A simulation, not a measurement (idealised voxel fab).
The process module that follows is named voxel gate over fins.
Each square cell in cross-section cut measures 5 nm, and the section as a whole is 295 nm wide.
A cross-section in this document is a grid of square cells, and it is written down as bands, the top band listed before the ones below it; a band is made up of one or more rows of cells. Band: top and bottom heights (nm) first, top before bottom; then materials from left to right, widths in nm. "everywhere" marks a sole material filling the band edge to edge. "empty" denotes empty space. Height 0 is the level under which the wafer as received is all one material. The lowest band goes on downwards, as in "top 0, no bottom". Quick explanation for "30->40": the width changes in equal steps down the rows of cells, from the first number in the band's top row to the second number in its bottom row. Step note "nothing was modified" = no cross-section cell changed. Entry "Sealed void inventory" = empty spaces >= 8 cells with no open way to the top; each as width x height at distance, distance from left edge, all nm. after a step's settings: what the simulator itself notes on the step. A step's line can hold "overlay nm"; with a mask on that step, the setting says how far right of the planned place the mask lay, while a negative setting says it lay to the left.
### Process steps foreseen in the plan
step 1: RECEIVE with material Si
step 2: CONFORMAL_DEP with material SiN, thk nm 10
step 3: MASKED_ETCH with tone cover, mask id FINS, width nm 15, pitch nm 55, etch materials SiN, depth nm 10, overlay nm 0
step 4: MASKED_ETCH with tone cover, mask id FINS, width nm 15, pitch nm 55, etch materials Si, depth nm 30, overlay nm 0
step 5: OXIDIZE with depth nm 5
step 6: FILL_DEP with material SiO2, thk nm 5
step 7: CMP with height nm 10
step 8: MASKED_ETCH with tone open, mask id RAIL, width nm 15, etch materials SiO2, depth nm 35, overlay nm 0
step 9: CONFORMAL_DEP with material TiN, thk nm 5
step 10: FILL_DEP with material W, thk nm 10
step 11: CMP with height nm 10
step 12: SELECTIVE_ETCH with etch materials W Ru TiN, depth nm 30
step 13: FILL_DEP with material SiO2, thk nm 5
step 14: CMP with height nm 10
step 15: SELECTIVE_ETCH with etch materials SiO2, depth nm 25
step 16: STRIP with etch materials SiN
step 17: CONFORMAL_DEP with material HfO2, thk nm 5
step 18: CONFORMAL_DEP with material TiN, thk nm 5
step 19: FILL_DEP with material W, thk nm 10
step 20: CMP with height nm 15
step 21: CONFORMAL_DEP with material SiN, thk nm 5
### As-received state of the wafer in cross-section, equivalent to post-step 1
> top 0, no bottom = Si everywhere
> Sealed void inventory: none
### Final cross-section, module run with one mistake (start and plan as above)
> top 20, bottom 15 = SiN everywhere
> top 15, bottom 10 = W everywhere
> top 10, bottom 5 = TiN=115; W=5; TiN=50; W=5; TiN=120
> top 5, bottom 0 = HfO2=110; TiN=15; HfO2=40; TiN=15; HfO2=115
> top 0, bottom -5 = Si=105; HfO2=25; Si=30; HfO2=25; Si=110
> top -5, no bottom = Si everywhere
> Sealed void inventory: none
Nonconformance to the process plan: step 3 did not happen as planned, as run it was MASKED_ETCH with tone open, mask id FINS, width nm 15, pitch nm 55, etch materials SiN, depth nm 10, overlay nm 0
